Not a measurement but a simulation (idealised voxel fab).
The following is a process module called voxel transistor to metal.
The cross-section shown here is cut; it is 200 nm wide and divided into square cells measuring 5 nm on a side.
Cross-section spec: square-cell grid; bands listed top down; each band is one or more rows.
This entry defines a band. It first specifies the height of the band's top and the height of its bottom in nm, and then specifies the band's materials from left to right, stating each material with its width in nm. The word "everywhere" identifies a single material that fills the band from edge to edge, while the word "blank" identifies empty space.
We count height from 0. Below that, the starting wafer is all one material. The lowest band never ends at the bottom but goes on down; see "from 0 down" for how that is written.
Quick explanation for "30 to 40": the width changes in equal steps down the rows of cells, from the first number in the band's top row to the second number in its bottom row.
"nothing was modified" -> step changed no cross-section cell.
You'll see "Unvented internal voids" listing empty spaces that have no way open to the top, as long as they're 8 cells or more; the notation is width x height at distance, where the distance is from the left edge, and all of it is in nm.
Formally, on a step line, whatever follows the settings is a remark that the simulator itself makes on the step.
If you see "overlay nm" on a step's line and that step has a mask, it's telling you how far right of where it was planned the mask ended up; a negative number means it went left instead.
Reading key. Pairs: pre-step and post-step cross-section, one process step apart; post-step view only to lowest changed band. Step between + settings: beneath pair. Runs: pairs may be from different runs of this module, same starting wafer. Continuation from pair above: only where "Ex-ante state" entry says.
## Ex-ante state
    from 75 to 70  Cu everywhere
    from 70 to 65  45 of TiN, then 15 of Cu, then 75 of TiN, then 15 of Cu, then 50 of TiN
    from 65 to 40  40 of SiO2, then 5 of TiN, then 15 of Cu, then 5 of TiN, then 65 of SiO2, then 5 of TiN, then 15 of Cu, then 5 of TiN, then 45 of SiO2
    from 40 to 35  40 of SiCN, then 25 of TiN, then 65 of SiCN, then 25 of TiN, then 45 of SiCN
    from 35 to 20  45 of SiO2, then 5 of TiN, then 5 of W, then 5 of TiN, then 75 of SiO2, then 5 of TiN, then 5 of W, then 5 of TiN, then 50 of SiO2
    from 20 to 5  45 of SiO2, then 5 of TiN, then 5 of W, then 5 of TiN, then 15 of SiO2, then 5 of SiN, then 5 of HfO2, then 5 of TiN, then 15 of W, then 5 of TiN, then 5 of HfO2, then 5 of SiN, then 15 of SiO2, then 5 of TiN, then 5 of W, then 5 of TiN, then 50 of SiO2
    from 5 to 0  45 of SiO2, then 15 of TiN, then 15 of SiO2, then 5 of SiN, then 5 of HfO2, then 25 of TiN, then 5 of HfO2, then 5 of SiN, then 15 of SiO2, then 15 of TiN, then 50 of SiO2
    from 0 to -5  35 of SiO2, then 40 of nSi, then 45 of HfO2, then 40 of nSi, then 40 of SiO2
    from -5 to -35  40 of SiO2, then 115 of Si, then 45 of SiO2
    from -35 down  Si everywhere
    Unvented internal voids: none
## Post-Process View
    from 65 to 40  40 of SiO2, then 5 of TiN, then 15 of Cu, then 5 of TiN, then 65 of SiO2, then 5 of TiN, then 15 of Cu, then 5 of TiN, then 45 of SiO2
    Beneath the level 40, the cross-section is identical to its previous state.
    Unvented internal voids: none
Between before and after, shown above: CMP [height nm 65]
Ex-ante state: unchanged from the after cross-section in the pair immediately above; refer to that figure.
## Post-Process View
    from 70 to 65  SiCN everywhere
    Beneath the level 65, the cross-section is identical to its previous state.
    Unvented internal voids: none
Between before and after, shown above: CONFORMAL_DEP [material SiCN] [thk nm 5]
Ex-ante state: unchanged from the after cross-section in the pair immediately above; refer to that figure.
## Post-Process View
    from 100 to 70  SiO2 everywhere
    Beneath the level 70, the cross-section is identical to its previous state.
    Unvented internal voids: none
Between before and after, shown above: DIRECTIONAL_DEP [material SiO2] [thk nm 30]
Ex-ante state: unchanged from the after cross-section in the pair immediately above; refer to that figure.
## Post-Process View
    from 120 to 100  45 of resist, then 15 of blank, then 75 of resist, then 15 of blank, then 50 of resist
    Beneath the level 100, the cross-section is identical to its previous state.
    Unvented internal voids: none
Between before and after, shown above: PATTERN [tone open] [mask id METAL_2] [material resist] [width nm 15] [pitch nm 90] [thk nm 20] [overlay nm 0]
Ex-ante state: unchanged from the after cross-section in the pair immediately above; refer to that figure.
## Post-Process View
    from 120 to 100  45 of resist, then 15 of blank, then 75 of resist, then 15 of blank, then 50 of resist
    from 100 to 80  45 of SiO2, then 15 of blank, then 75 of SiO2, then 15 of blank, then 50 of SiO2
    Beneath the level 80, the cross-section is identical to its previous state.
    Unvented internal voids: none
Between before and after, shown above: DIRECTIONAL_ETCH [etch materials SiO2] [depth nm 20]
Ex-ante state: unchanged from the after cross-section in the pair immediately above; refer to that figure.
## Post-Process View
    from 100 to 80  45 of SiO2, then 15 of blank, then 75 of SiO2, then 15 of blank, then 50 of SiO2
    Beneath the level 80, the cross-section is identical to its previous state.
    Unvented internal voids: none
Between before and after, shown above: STRIP [etch materials resist]
Ex-ante state: unchanged from the after cross-section in the pair immediately above; refer to that figure.
## Post-Process View
    from 100 to 70  45 of SiO2, then 15 of blank, then 75 of SiO2, then 15 of blank, then 50 of SiO2
    Beneath the level 70, the cross-section is identical to its previous state.
    Unvented internal voids: none
Between before and after, shown above: MASKED_ETCH [tone open] [mask id METAL_2_HOLES] [width nm 15] [pitch nm 90] [etch materials SiO2] [depth nm 10] [overlay nm 0]
Ex-ante state: unchanged from the after cross-section in the pair immediately above; refer to that figure.
## Post-Process View
    from 100 to 70  45 of SiO2, then 15 of blank, then 75 of SiO2, then 15 of blank, then 50 of SiO2
    from 70 to 65  45 of SiCN, then 15 of blank, then 75 of SiCN, then 15 of blank, then 50 of SiCN
    Beneath the level 65, the cross-section is identical to its previous state.
    Unvented internal voids: none
Between before and after, shown above: MASKED_ETCH [tone open] [mask id METAL_2_HOLES] [width nm 15] [pitch nm 90] [etch materials SiCN] [depth nm 5] [overlay nm 0]
Ex-ante state: unchanged from the after cross-section in the pair immediately above; refer to that figure.
## Post-Process View
    from 105 to 100  50 of TiN, then 5 of blank, then 85 of TiN, then 5 of blank, then 55 of TiN
    from 100 to 70  45 of SiO2, then 5 of TiN, then 5 of blank, then 5 of TiN, then 75 of SiO2, then 5 of TiN, then 5 of blank, then 5 of TiN, then 50 of SiO2
    from 70 to 65  45 of SiCN, then 15 of TiN, then 75 of SiCN, then 15 of TiN, then 50 of SiCN
    Beneath the level 65, the cross-section is identical to its previous state.
    Unvented internal voids: none
Between before and after, shown above: CONFORMAL_DEP [material TiN] [thk nm 5]
Ex-ante state: unchanged from the after cross-section in the pair immediately above; refer to that figure.
## Post-Process View
    from 115 to 105  Ru everywhere
    from 105 to 100  50 of TiN, then 5 of Ru, then 85 of TiN, then 5 of Ru, then 55 of TiN
    from 100 to 70  45 of SiO2, then 5 of TiN, then 5 of Ru, then 5 of TiN, then 75 of SiO2, then 5 of TiN, then 5 of Ru, then 5 of TiN, then 50 of SiO2
    Beneath the level 70, the cross-section is identical to its previous state.
    Unvented internal voids: none
Between before and after, shown above: FILL_DEP [material Ru] [thk nm 10]
Ex-ante state: unchanged from the after cross-section in the pair immediately above; refer to that figure.
## Post-Process View
    from 100 to 70  45 of SiO2, then 5 of TiN, then 5 of Ru, then 5 of TiN, then 75 of SiO2, then 5 of TiN, then 5 of Ru, then 5 of TiN, then 50 of SiO2
    Beneath the level 70, the cross-section is identical to its previous state.
    Unvented internal voids: none
Between before and after, shown above: CMP [height nm 100]
Ex-ante state: unchanged from the after cross-section in the pair immediately above; refer to that figure.
## Post-Process View
    from 105 to 100  SiCN everywhere
    Beneath the level 100, the cross-section is identical to its previous state.
    Unvented internal voids: none
Between before and after, shown above: CONFORMAL_DEP [material SiCN] [thk nm 5]
## Ex-ante state
    from 100 to 70  45 of SiO2, then 15 of blank, then 75 of SiO2, then 15 of blank, then 50 of SiO2
    from 70 to 65  SiCN everywhere
    from 65 to 40  45 of SiO2, then 5 of TiN, then 5 of Cu, then 5 of TiN, then 75 of SiO2, then 5 of TiN, then 5 of Cu, then 5 of TiN, then 50 of SiO2
    from 40 to 35  45 of SiCN, then 15 of TiN, then 75 of SiCN, then 15 of TiN, then 50 of SiCN
    from 35 to 20  45 of SiO2, then 5 of TiN, then 5 of W, then 5 of TiN, then 75 of SiO2, then 5 of TiN, then 5 of W, then 5 of TiN, then 50 of SiO2
    from 20 to 5  45 of SiO2, then 5 of TiN, then 5 of W, then 5 of TiN, then 15 of SiO2, then 5 of SiN, then 5 of HfO2, then 5 of TiN, then 15 of W, then 5 of TiN, then 5 of HfO2, then 5 of SiN, then 15 of SiO2, then 5 of TiN, then 5 of W, then 5 of TiN, then 50 of SiO2
    from 5 to 0  45 of SiO2, then 15 of TiN, then 15 of SiO2, then 5 of SiN, then 5 of HfO2, then 25 of TiN, then 5 of HfO2, then 5 of SiN, then 15 of SiO2, then 15 of TiN, then 50 of SiO2
    from 0 to -5  35 of SiO2, then 40 of nSi, then 45 of HfO2, then 40 of nSi, then 40 of SiO2
    from -5 to -35  40 of SiO2, then 115 of Si, then 45 of SiO2
    from -35 down  Si everywhere
    Unvented internal voids: none
## Post-Process View
    from 100 to 70  45 of SiO2, then 15 of blank, then 75 of SiO2, then 15 of blank, then 50 of SiO2
    from 70 to 65  45 of SiCN, then 5 of blank, then 85 of SiCN, then 5 of blank, then 60 of SiCN
    Beneath the level 65, the cross-section is identical to its previous state.
    Unvented internal voids: none
Between before and after, shown above: MASKED_ETCH [tone open] [mask id METAL_2_HOLES] [width nm 15] [pitch nm 90] [etch materials SiCN] [depth nm 5] [overlay nm -10]
Ex-ante state: unchanged from the after cross-section in the pair immediately above; refer to that figure.
## Post-Process View
    from 105 to 100  50 of TiN, then 5 of blank, then 85 of TiN, then 5 of blank, then 55 of TiN
    from 100 to 75  45 of SiO2, then 5 of TiN, then 5 of blank, then 5 of TiN, then 75 of SiO2, then 5 of TiN, then 5 of blank, then 5 of TiN, then 50 of SiO2
    from 75 to 70  45 of SiO2, then 15 of TiN, then 75 of SiO2, then 15 of TiN, then 50 of SiO2
    from 70 to 65  45 of SiCN, then 5 of TiN, then 85 of SiCN, then 5 of TiN, then 60 of SiCN
    Beneath the level 65, the cross-section is identical to its previous state.
    Unvented internal voids: none
Between before and after, shown above: CONFORMAL_DEP [material TiN] [thk nm 5]
Ex-ante state: unchanged from the after cross-section in the pair immediately above; refer to that figure.
## Post-Process View
    from 115 to 105  Ru everywhere
    from 105 to 100  50 of TiN, then 5 of Ru, then 85 of TiN, then 5 of Ru, then 55 of TiN
    from 100 to 75  45 of SiO2, then 5 of TiN, then 5 of Ru, then 5 of TiN, then 75 of SiO2, then 5 of TiN, then 5 of Ru, then 5 of TiN, then 50 of SiO2
    Beneath the level 75, the cross-section is identical to its previous state.
    Unvented internal voids: none
Between before and after, shown above: FILL_DEP [material Ru] [thk nm 10]
Ex-ante state: unchanged from the after cross-section in the pair immediately above; refer to that figure.
## Post-Process View
    from 100 to 75  45 of SiO2, then 5 of TiN, then 5 of Ru, then 5 of TiN, then 75 of SiO2, then 5 of TiN, then 5 of Ru, then 5 of TiN, then 50 of SiO2
    Beneath the level 75, the cross-section is identical to its previous state.
    Unvented internal voids: none
Between before and after, shown above: CMP [height nm 100]
Ex-ante state: unchanged from the after cross-section in the pair immediately above; refer to that figure.
## Post-Process View
    from 105 to 100  SiCN everywhere
    Beneath the level 100, the cross-section is identical to its previous state.
    Unvented internal voids: none
Between before and after, shown above: CONFORMAL_DEP [material SiCN] [thk nm 5]
## Ex-ante state
    from 65 to 40  45 of SiO2, then 15 of blank, then 75 of SiO2, then 15 of blank, then 50 of SiO2
    from 40 to 35  45 of SiCN, then 15 of blank, then 75 of SiCN, then 15 of blank, then 50 of SiCN
    from 35 to 20  45 of SiO2, then 5 of TiN, then 5 of W, then 5 of TiN, then 75 of SiO2, then 5 of TiN, then 5 of W, then 5 of TiN, then 50 of SiO2
    from 20 to 5  45 of SiO2, then 5 of TiN, then 5 of W, then 5 of TiN, then 15 of SiO2, then 5 of SiN, then 5 of HfO2, then 5 of TiN, then 15 of W, then 5 of TiN, then 5 of HfO2, then 5 of SiN, then 15 of SiO2, then 5 of TiN, then 5 of W, then 5 of TiN, then 50 of SiO2
    from 5 to 0  45 of SiO2, then 15 of TiN, then 15 of SiO2, then 5 of SiN, then 5 of HfO2, then 25 of TiN, then 5 of HfO2, then 5 of SiN, then 15 of SiO2, then 15 of TiN, then 50 of SiO2
    from 0 to -5  35 of SiO2, then 40 of nSi, then 45 of HfO2, then 40 of nSi, then 40 of SiO2
    from -5 to -35  40 of SiO2, then 115 of Si, then 45 of SiO2
    from -35 down  Si everywhere
    Unvented internal voids: none
## Post-Process View
    from 70 to 65  50 of Ru, then 5 of blank, then 85 of Ru, then 5 of blank, then 55 of Ru
    from 65 to 40  45 of SiO2, then 5 of Ru, then 5 of blank, then 5 of Ru, then 75 of SiO2, then 5 of Ru, then 5 of blank, then 5 of Ru, then 50 of SiO2
    from 40 to 35  45 of SiCN, then 15 of Ru, then 75 of SiCN, then 15 of Ru, then 50 of SiCN
    Beneath the level 35, the cross-section is identical to its previous state.
    Unvented internal voids: none
Between before and after, shown above: CONFORMAL_DEP [material Ru] [thk nm 5]
Ex-ante state: unchanged from the after cross-section in the pair immediately above; refer to that figure.
## Post-Process View
    from 75 to 70  Cu everywhere
    from 70 to 65  50 of Ru, then 5 of Cu, then 85 of Ru, then 5 of Cu, then 55 of Ru
    from 65 to 40  45 of SiO2, then 5 of Ru, then 5 of Cu, then 5 of Ru, then 75 of SiO2, then 5 of Ru, then 5 of Cu, then 5 of Ru, then 50 of SiO2
    Beneath the level 40, the cross-section is identical to its previous state.
    Unvented internal voids: none
Between before and after, shown above: FILL_DEP [material Cu] [thk nm 5]
Ex-ante state: unchanged from the after cross-section in the pair immediately above; refer to that figure.
## Post-Process View
    from 65 to 40  45 of SiO2, then 5 of Ru, then 5 of Cu, then 5 of Ru, then 75 of SiO2, then 5 of Ru, then 5 of Cu, then 5 of Ru, then 50 of SiO2
    Beneath the level 40, the cross-section is identical to its previous state.
    Unvented internal voids: none
Between before and after, shown above: CMP [height nm 65]
Ex-ante state: unchanged from the after cross-section in the pair immediately above; refer to that figure.
## Post-Process View
    from 70 to 65  SiCN everywhere
    Beneath the level 65, the cross-section is identical to its previous state.
    Unvented internal voids: none
Between before and after, shown above: CONFORMAL_DEP [material SiCN] [thk nm 5]
Ex-ante state: unchanged from the after cross-section in the pair immediately above; refer to that figure.
## Post-Process View
    from 100 to 70  SiO2 everywhere
    Beneath the level 70, the cross-section is identical to its previous state.
    Unvented internal voids: none
Between before and after, shown above: DIRECTIONAL_DEP [material SiO2] [thk nm 30]
Ex-ante state: unchanged from the after cross-section in the pair immediately above; refer to that figure.
## Post-Process View
    from 120 to 100  45 of resist, then 15 of blank, then 75 of resist, then 15 of blank, then 50 of resist
    Beneath the level 100, the cross-section is identical to its previous state.
    Unvented internal voids: none
Between before and after, shown above: PATTERN [tone open] [mask id METAL_2] [material resist] [width nm 15] [pitch nm 90] [thk nm 20] [overlay nm 0]
Ex-ante state: unchanged from the after cross-section in the pair immediately above; refer to that figure.
## Post-Process View
    from 120 to 100  45 of resist, then 15 of blank, then 75 of resist, then 15 of blank, then 50 of resist
    from 100 to 80  45 of SiO2, then 15 of blank, then 75 of SiO2, then 15 of blank, then 50 of SiO2
    Beneath the level 80, the cross-section is identical to its previous state.
    Unvented internal voids: none
Between before and after, shown above: DIRECTIONAL_ETCH [etch materials SiO2] [depth nm 20]
Ex-ante state: unchanged from the after cross-section in the pair immediately above; refer to that figure.
## Post-Process View
    from 100 to 80  45 of SiO2, then 15 of blank, then 75 of SiO2, then 15 of blank, then 50 of SiO2
    Beneath the level 80, the cross-section is identical to its previous state.
    Unvented internal voids: none
Between before and after, shown above: STRIP [etch materials resist]
Ex-ante state: unchanged from the after cross-section in the pair immediately above; refer to that figure.
## Post-Process View
    from 100 to 70  45 of SiO2, then 15 of blank, then 75 of SiO2, then 15 of blank, then 50 of SiO2
    Beneath the level 70, the cross-section is identical to its previous state.
    Unvented internal voids: none
Between before and after, shown above: MASKED_ETCH [tone open] [mask id METAL_2_HOLES] [width nm 15] [pitch nm 90] [etch materials SiO2] [depth nm 10] [overlay nm 0]
Ex-ante state: unchanged from the after cross-section in the pair immediately above; refer to that figure.
## Post-Process View
    from 100 to 70  45 of SiO2, then 15 of blank, then 75 of SiO2, then 15 of blank, then 50 of SiO2
    from 70 to 65  45 of SiCN, then 15 of blank, then 75 of SiCN, then 15 of blank, then 50 of SiCN
    Beneath the level 65, the cross-section is identical to its previous state.
    Unvented internal voids: none
Between before and after, shown above: MASKED_ETCH [tone open] [mask id METAL_2_HOLES] [width nm 15] [pitch nm 90] [etch materials SiCN] [depth nm 5] [overlay nm 0]
Ex-ante state: unchanged from the after cross-section in the pair immediately above; refer to that figure.
## Post-Process View
    from 105 to 100  50 of TiN, then 5 of blank, then 85 of TiN, then 5 of blank, then 55 of TiN
    from 100 to 70  45 of SiO2, then 5 of TiN, then 5 of blank, then 5 of TiN, then 75 of SiO2, then 5 of TiN, then 5 of blank, then 5 of TiN, then 50 of SiO2
    from 70 to 65  45 of SiCN, then 15 of TiN, then 75 of SiCN, then 15 of TiN, then 50 of SiCN
    Beneath the level 65, the cross-section is identical to its previous state.
    Unvented internal voids: none
Between before and after, shown above: CONFORMAL_DEP [material TiN] [thk nm 5]
Ex-ante state: unchanged from the after cross-section in the pair immediately above; refer to that figure.
## Post-Process View
    from 115 to 105  Ru everywhere
    from 105 to 100  50 of TiN, then 5 of Ru, then 85 of TiN, then 5 of Ru, then 55 of TiN
    from 100 to 70  45 of SiO2, then 5 of TiN, then 5 of Ru, then 5 of TiN, then 75 of SiO2, then 5 of TiN, then 5 of Ru, then 5 of TiN, then 50 of SiO2
    Beneath the level 70, the cross-section is identical to its previous state.
    Unvented internal voids: none
Between before and after, shown above: FILL_DEP [material Ru] [thk nm 10]
Ex-ante state: unchanged from the after cross-section in the pair immediately above; refer to that figure.
## Post-Process View
    from 100 to 70  45 of SiO2, then 5 of TiN, then 5 of Ru, then 5 of TiN, then 75 of SiO2, then 5 of TiN, then 5 of Ru, then 5 of TiN, then 50 of SiO2
    Beneath the level 70, the cross-section is identical to its previous state.
    Unvented internal voids: none
Between before and after, shown above: CMP [height nm 100]
Ex-ante state: unchanged from the after cross-section in the pair immediately above; refer to that figure.
## Post-Process View
    from 105 to 100  SiCN everywhere
    Beneath the level 100, the cross-section is identical to its previous state.
    Unvented internal voids: none
Between before and after, shown above: CONFORMAL_DEP [material SiCN] [thk nm 5]
## Ex-ante state
    from 80 to 65  aC everywhere
    from 65 to 40  SiO2 everywhere
    from 40 to 35  SiCN everywhere
    from 35 to 20  45 of SiO2, then 5 of TiN, then 5 of W, then 5 of TiN, then 75 of SiO2, then 5 of TiN, then 5 of W, then 5 of TiN, then 50 of SiO2
    from 20 to 5  45 of SiO2, then 5 of TiN, then 5 of W, then 5 of TiN, then 15 of SiO2, then 5 of SiN, then 5 of HfO2, then 5 of TiN, then 15 of W, then 5 of TiN, then 5 of HfO2, then 5 of SiN, then 15 of SiO2, then 5 of TiN, then 5 of W, then 5 of TiN, then 50 of SiO2
    from 5 to 0  45 of SiO2, then 15 of TiN, then 15 of SiO2, then 5 of SiN, then 5 of HfO2, then 25 of TiN, then 5 of HfO2, then 5 of SiN, then 15 of SiO2, then 15 of TiN, then 50 of SiO2
    from 0 to -5  35 of SiO2, then 40 of nSi, then 45 of HfO2, then 40 of nSi, then 40 of SiO2
    from -5 to -35  40 of SiO2, then 115 of Si, then 45 of SiO2
    from -35 down  Si everywhere
    Unvented internal voids: none
## Post-Process View
    from 110 to 80  45 of blank, then 15 of resist, then 75 of blank, then 15 of resist, then 50 of blank
    Beneath the level 80, the cross-section is identical to its previous state.
    Unvented internal voids: none
Between before and after, shown above: PATTERN [tone cover] [mask id METAL_1] [material resist] [width nm 15] [pitch nm 90] [thk nm 30] [overlay nm 0]
Ex-ante state: unchanged from the after cross-section in the pair immediately above; refer to that figure.
## Post-Process View
    from 95 to 80  45 of blank, then 15 of resist, then 75 of blank, then 15 of resist, then 50 of blank
    from 80 to 65  45 of blank, then 15 of aC, then 75 of blank, then 15 of aC, then 50 of blank
    Beneath the level 65, the cross-section is identical to its previous state.
    Unvented internal voids: none
Between before and after, shown above: DIRECTIONAL_ETCH [etch materials aC] [depth nm 15]
Ex-ante state: unchanged from the after cross-section in the pair immediately above; refer to that figure.
## Post-Process View
    from 80 to 65  45 of blank, then 15 of aC, then 75 of blank, then 15 of aC, then 50 of blank
    Beneath the level 65, the cross-section is identical to its previous state.
    Unvented internal voids: none
Between before and after, shown above: STRIP [etch materials resist]
Ex-ante state: unchanged from the after cross-section in the pair immediately above; refer to that figure.
## Post-Process View
    from 80 to 65  45 of blank, then 15 of aC, then 75 of blank, then 15 of aC, then 50 of blank
    from 65 to 40  45 of blank, then 15 of SiO2, then 75 of blank, then 15 of SiO2, then 50 of blank
    Beneath the level 40, the cross-section is identical to its previous state.
    Unvented internal voids: none
Between before and after, shown above: DIRECTIONAL_ETCH [etch materials SiO2] [depth nm 25]
Ex-ante state: unchanged from the after cross-section in the pair immediately above; refer to that figure.
## Post-Process View
    from 80 to 65  45 of blank, then 15 of aC, then 75 of blank, then 15 of aC, then 50 of blank
    from 65 to 40  45 of blank, then 15 of SiO2, then 75 of blank, then 15 of SiO2, then 50 of blank
    from 40 to 35  45 of blank, then 15 of SiCN, then 75 of blank, then 15 of SiCN, then 50 of blank
    Beneath the level 35, the cross-section is identical to its previous state.
    Unvented internal voids: none
Between before and after, shown above: DIRECTIONAL_ETCH [etch materials SiCN] [depth nm 5]
Ex-ante state: unchanged from the after cross-section in the pair immediately above; refer to that figure.
## Post-Process View
    from 65 to 40  45 of blank, then 15 of SiO2, then 75 of blank, then 15 of SiO2, then 50 of blank
    Beneath the level 40, the cross-section is identical to its previous state.
    Unvented internal voids: none
Between before and after, shown above: STRIP [etch materials aC]
Ex-ante state: unchanged from the after cross-section in the pair immediately above; refer to that figure.
## Post-Process View
    from 70 to 65  40 of blank, then 25 of TiN, then 65 of blank, then 25 of TiN, then 45 of blank
    from 65 to 40  40 of blank, then 5 of TiN, then 15 of SiO2, then 5 of TiN, then 65 of blank, then 5 of TiN, then 15 of SiO2, then 5 of TiN, then 45 of blank
    from 40 to 35  45 of TiN, then 15 of SiCN, then 75 of TiN, then 15 of SiCN, then 50 of TiN
    Beneath the level 35, the cross-section is identical to its previous state.
    Unvented internal voids: none
Between before and after, shown above: CONFORMAL_DEP [material TiN] [thk nm 5]
Ex-ante state: unchanged from the after cross-section in the pair immediately above; refer to that figure.
## Post-Process View
    from 75 to 70  Cu everywhere
    from 70 to 65  40 of Cu, then 25 of TiN, then 65 of Cu, then 25 of TiN, then 45 of Cu
    from 65 to 40  40 of Cu, then 5 of TiN, then 15 of SiO2, then 5 of TiN, then 65 of Cu, then 5 of TiN, then 15 of SiO2, then 5 of TiN, then 45 of Cu
    Beneath the level 40, the cross-section is identical to its previous state.
    Unvented internal voids: none
Between before and after, shown above: FILL_DEP [material Cu] [thk nm 5]
Ex-ante state: unchanged from the after cross-section in the pair immediately above; refer to that figure.
## Post-Process View
    from 65 to 40  40 of Cu, then 5 of TiN, then 15 of SiO2, then 5 of TiN, then 65 of Cu, then 5 of TiN, then 15 of SiO2, then 5 of TiN, then 45 of Cu
    Beneath the level 40, the cross-section is identical to its previous state.
    Unvented internal voids: none
Between before and after, shown above: CMP [height nm 65]
Ex-ante state: unchanged from the after cross-section in the pair immediately above; refer to that figure.
## Post-Process View
    from 70 to 65  SiCN everywhere
    Beneath the level 65, the cross-section is identical to its previous state.
    Unvented internal voids: none
Between before and after, shown above: CONFORMAL_DEP [material SiCN] [thk nm 5]
Ex-ante state: unchanged from the after cross-section in the pair immediately above; refer to that figure.
## Post-Process View
    from 100 to 70  SiO2 everywhere
    Beneath the level 70, the cross-section is identical to its previous state.
    Unvented internal voids: none
Between before and after, shown above: DIRECTIONAL_DEP [material SiO2] [thk nm 30]
Ex-ante state: unchanged from the after cross-section in the pair immediately above; refer to that figure.
## Post-Process View
    from 120 to 100  45 of resist, then 15 of blank, then 75 of resist, then 15 of blank, then 50 of resist
    Beneath the level 100, the cross-section is identical to its previous state.
    Unvented internal voids: none
Between before and after, shown above: PATTERN [tone open] [mask id METAL_2] [material resist] [width nm 15] [pitch nm 90] [thk nm 20] [overlay nm 0]
Ex-ante state: unchanged from the after cross-section in the pair immediately above; refer to that figure.
## Post-Process View
    from 120 to 100  45 of resist, then 15 of blank, then 75 of resist, then 15 of blank, then 50 of resist
    from 100 to 80  45 of SiO2, then 15 of blank, then 75 of SiO2, then 15 of blank, then 50 of SiO2
    Beneath the level 80, the cross-section is identical to its previous state.
    Unvented internal voids: none
Between before and after, shown above: DIRECTIONAL_ETCH [etch materials SiO2] [depth nm 20]
Ex-ante state: unchanged from the after cross-section in the pair immediately above; refer to that figure.
## Post-Process View
    from 100 to 80  45 of SiO2, then 15 of blank, then 75 of SiO2, then 15 of blank, then 50 of SiO2
    Beneath the level 80, the cross-section is identical to its previous state.
    Unvented internal voids: none
Between before and after, shown above: STRIP [etch materials resist]
Ex-ante state: unchanged from the after cross-section in the pair immediately above; refer to that figure.
## Post-Process View
    from 100 to 70  45 of SiO2, then 15 of blank, then 75 of SiO2, then 15 of blank, then 50 of SiO2
    Beneath the level 70, the cross-section is identical to its previous state.
    Unvented internal voids: none
Between before and after, shown above: MASKED_ETCH [tone open] [mask id METAL_2_HOLES] [width nm 15] [pitch nm 90] [etch materials SiO2] [depth nm 10] [overlay nm 0]
Ex-ante state: unchanged from the after cross-section in the pair immediately above; refer to that figure.
## Post-Process View
    from 100 to 70  45 of SiO2, then 15 of blank, then 75 of SiO2, then 15 of blank, then 50 of SiO2
    from 70 to 65  45 of SiCN, then 15 of blank, then 75 of SiCN, then 15 of blank, then 50 of SiCN
    Beneath the level 65, the cross-section is identical to its previous state.
    Unvented internal voids: none
Between before and after, shown above: MASKED_ETCH [tone open] [mask id METAL_2_HOLES] [width nm 15] [pitch nm 90] [etch materials SiCN] [depth nm 5] [overlay nm 0]
Ex-ante state: unchanged from the after cross-section in the pair immediately above; refer to that figure.
## Post-Process View
    from 105 to 100  50 of TiN, then 5 of blank, then 85 of TiN, then 5 of blank, then 55 of TiN
    from 100 to 70  45 of SiO2, then 5 of TiN, then 5 of blank, then 5 of TiN, then 75 of SiO2, then 5 of TiN, then 5 of blank, then 5 of TiN, then 50 of SiO2
    from 70 to 65  45 of SiCN, then 15 of TiN, then 75 of SiCN, then 15 of TiN, then 50 of SiCN
    Beneath the level 65, the cross-section is identical to its previous state.
    Unvented internal voids: none
Between before and after, shown above: CONFORMAL_DEP [material TiN] [thk nm 5]
Ex-ante state: unchanged from the after cross-section in the pair immediately above; refer to that figure.
## Post-Process View
    from 115 to 105  Ru everywhere
    from 105 to 100  50 of TiN, then 5 of Ru, then 85 of TiN, then 5 of Ru, then 55 of TiN
    from 100 to 70  45 of SiO2, then 5 of TiN, then 5 of Ru, then 5 of TiN, then 75 of SiO2, then 5 of TiN, then 5 of Ru, then 5 of TiN, then 50 of SiO2
    Beneath the level 70, the cross-section is identical to its previous state.
    Unvented internal voids: none
Between before and after, shown above: FILL_DEP [material Ru] [thk nm 10]
Ex-ante state: unchanged from the after cross-section in the pair immediately above; refer to that figure.
## Post-Process View
    from 100 to 70  45 of SiO2, then 5 of TiN, then 5 of Ru, then 5 of TiN, then 75 of SiO2, then 5 of TiN, then 5 of Ru, then 5 of TiN, then 50 of SiO2
    Beneath the level 70, the cross-section is identical to its previous state.
    Unvented internal voids: none
Between before and after, shown above: CMP [height nm 100]
Ex-ante state: unchanged from the after cross-section in the pair immediately above; refer to that figure.
## Post-Process View
    from 105 to 100  SiCN everywhere
    Beneath the level 100, the cross-section is identical to its previous state.
    Unvented internal voids: none
Between before and after, shown above: CONFORMAL_DEP [material SiCN] [thk nm 5]
